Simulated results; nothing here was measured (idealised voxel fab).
process module | voxel self aligned contacts
cross-section cut | 160 nm wide | cells 5 nm
A cross-section is a grid of square cells, given in bands from the top down. A band is one or more rows of cells.
Each band's line starts with the height of the band's top and of its bottom, in nm. Then come its materials from left to right, each with its width in nm. One material with "throughout" fills the band from edge to edge. "air" is empty space.
Height 0 is the level under which the wafer as received is all one material. The lowest band goes on downwards, as in "0 down".
A width such as "30 to 40" changes by the same amount from each row of cells to the next, from the band's top row to its bottom row.
"no change" after a step means that no cell of the cross-section changed.
closed voids: empty space of 8 cells or more with no open way to the top, each as width x height at its distance from the left edge, in nm
after a step's settings: what the simulator itself notes on the step
overlay nm, on a step with a mask: how far to the right of its planned place the mask lay; to the left if negative
plan
1 op RECEIVE | material Si
2 op CONFORMAL_DEP | material SiO2 | thk nm 5
3 op DIRECTIONAL_DEP | material polySi | thk nm 30
4 op DIRECTIONAL_DEP | material SiN | thk nm 20
5 op MASKED_ETCH | tone cover | mask id GATE | width nm 30 | pitch nm 60 | etch materials SiN | depth nm 20 | overlay nm 0
6 op MASKED_ETCH | tone cover | mask id GATE | width nm 30 | pitch nm 60 | etch materials polySi | depth nm 30 | overlay nm 0
7 op CONFORMAL_DEP | material SiN | thk nm 5
8 op DIRECTIONAL_ETCH | etch materials SiN | depth nm 5
9 op FILL_DEP | material SiO2 | thk nm 20
10 op CMP | height nm 65
11 op DIRECTIONAL_DEP | material aC | thk nm 10
12 op PATTERN | tone open | mask id CONTACT | material resist | width nm 40 | thk nm 25 | overlay nm 0
13 op DIRECTIONAL_ETCH | etch materials aC | depth nm 10
14 op STRIP | etch materials resist
15 op DIRECTIONAL_ETCH | etch materials SiO2 | depth nm 65
16 op STRIP | etch materials aC
17 op CONFORMAL_DEP | material TiN | thk nm 5
18 op FILL_DEP | material Ru | thk nm 5
19 op CMP | height nm 65
20 op CONFORMAL_DEP | material SiCN | thk nm 5
as received, after step 1
  0 down: Si throughout
  closed voids: none
a wafer at the end: this start, this plan, one mistake
  70 to 65: SiCN throughout
  65 to 55: SiO2 60 | TiN 5 to 15 | Ru 30 to 10 | TiN 5 to 15 | SiO2 60
  55 to 35: SiO2 30 | SiN 40 | TiN 5 | Ru 10 | TiN 5 | SiN 40 | SiO2 30
  35 to 30: SiO2 70 | TiN 20 | SiO2 70
  30 to 0: polySi throughout
  0 down: Si throughout
  closed voids: none
what went wrong: steps 2 and 3 were swapped
